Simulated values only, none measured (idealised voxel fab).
Presented below is a process module, voxel trench capacitor.
The figure presents cross-section cut, which has a width of 255 nm and is divided into square cells with an edge length of 5 nm.
Cross-sections here: square-cell grids, written as top-down lists of bands, a band being one or more rows of cells. Within each band entry, the heights of the top and of the bottom of the band appear first, in that order and in nm; the materials of the band then follow from left to right, each with its corresponding width in nm. The designation "throughout" on a single material indicates that it fills the band from edge to edge; the designation "empty" indicates empty space. We count height from 0. Below that, the starting wafer is all one material. The lowest band never ends at the bottom but goes on down; see "0 -> down" for how that is written. With a width like "30 to 40", each row of cells in the band differs from the next by the same amount, the top row carrying the first number and the bottom row the second. When a step is marked "everything unchanged", none of the cells in the cross-section changed during that step. Empty spaces without an open route to the top, at least 8 cells in extent, make up the entry "Sealed internal voids"; each is given as width x height at distance, where the distance is measured from the left edge, and all are in nm. after a step's settings: what the simulator itself notes on the step. overlay nm: mask right of planned place by this much (step with mask). Neg. = left.
Set out below are the planned steps of the process
1) RECEIVE [material Si]
2) CONFORMAL_DEP [material SiN] [thk nm 5]
3) PATTERN [tone open] [mask id TRENCH] [material resist] [width nm 25] [pitch nm 50] [thk nm 20] [overlay nm 0]
4) DIRECTIONAL_ETCH [etch materials SiN] [depth nm 5]
5) DIRECTIONAL_ETCH [etch materials Si] [depth nm 30]
6) STRIP [etch materials resist]
7) CONFORMAL_DEP [material HfO2] [thk nm 5]
8) CONFORMAL_DEP [material TiN] [thk nm 5]
9) FILL_DEP [material W] [thk nm 10]
10) CMP [height nm 5]
Step 1 complete: cross-section of the wafer as received
	0 -> down: Si throughout
	Sealed internal voids: none
End-of-module cross-section of the first of two wafers, processed as planned
	5 -> 0: SiN=65, HfO2=5, TiN=5, W=5, TiN=5, HfO2=5, SiN=25, HfO2=5, TiN=5, W=5, TiN=5, HfO2=5, SiN=25, HfO2=5, TiN=5, W=5, TiN=5, HfO2=5, SiN=65
	0 -> -20: Si=65, HfO2=5, TiN=5, W=5, TiN=5, HfO2=5, Si=25, HfO2=5, TiN=5, W=5, TiN=5, HfO2=5, Si=25, HfO2=5, TiN=5, W=5, TiN=5, HfO2=5, Si=65
	-20 -> -25: Si=65, HfO2=5, TiN=15, HfO2=5, Si=25, HfO2=5, TiN=15, HfO2=5, Si=25, HfO2=5, TiN=15, HfO2=5, Si=65
	-25 -> -30: Si=65, HfO2=25, Si=25, HfO2=25, Si=25, HfO2=25, Si=65
	-30 -> down: Si throughout
	Sealed internal voids: none
Second wafer of the two, sectioned at the end of the module. It began like the first and followed the same plan, but one mistake was made while running it
	5 -> 0: SiN=65, HfO2=5, SiN=5, W=5, SiN=5, HfO2=5, SiN=25, HfO2=5, SiN=5, W=5, SiN=5, HfO2=5, SiN=25, HfO2=5, SiN=5, W=5, SiN=5, HfO2=5, SiN=65
	0 -> -20: Si=65, HfO2=5, SiN=5, W=5, SiN=5, HfO2=5, Si=25, HfO2=5, SiN=5, W=5, SiN=5, HfO2=5, Si=25, HfO2=5, SiN=5, W=5, SiN=5, HfO2=5, Si=65
	-20 -> -25: Si=65, HfO2=5, SiN=15, HfO2=5, Si=25, HfO2=5, SiN=15, HfO2=5, Si=25, HfO2=5, SiN=15, HfO2=5, Si=65
	-25 -> -30: Si=65, HfO2=25, Si=25, HfO2=25, Si=25, HfO2=25, Si=65
	-30 -> down: Si throughout
	Sealed internal voids: none
Run error: step 8: run off-plan, actual operation and settings CONFORMAL_DEP [material SiN] [thk nm 5]
Final cells, second wafer relative to first, materials higher or lower: SiN: 39 more | TiN: 39 fewer
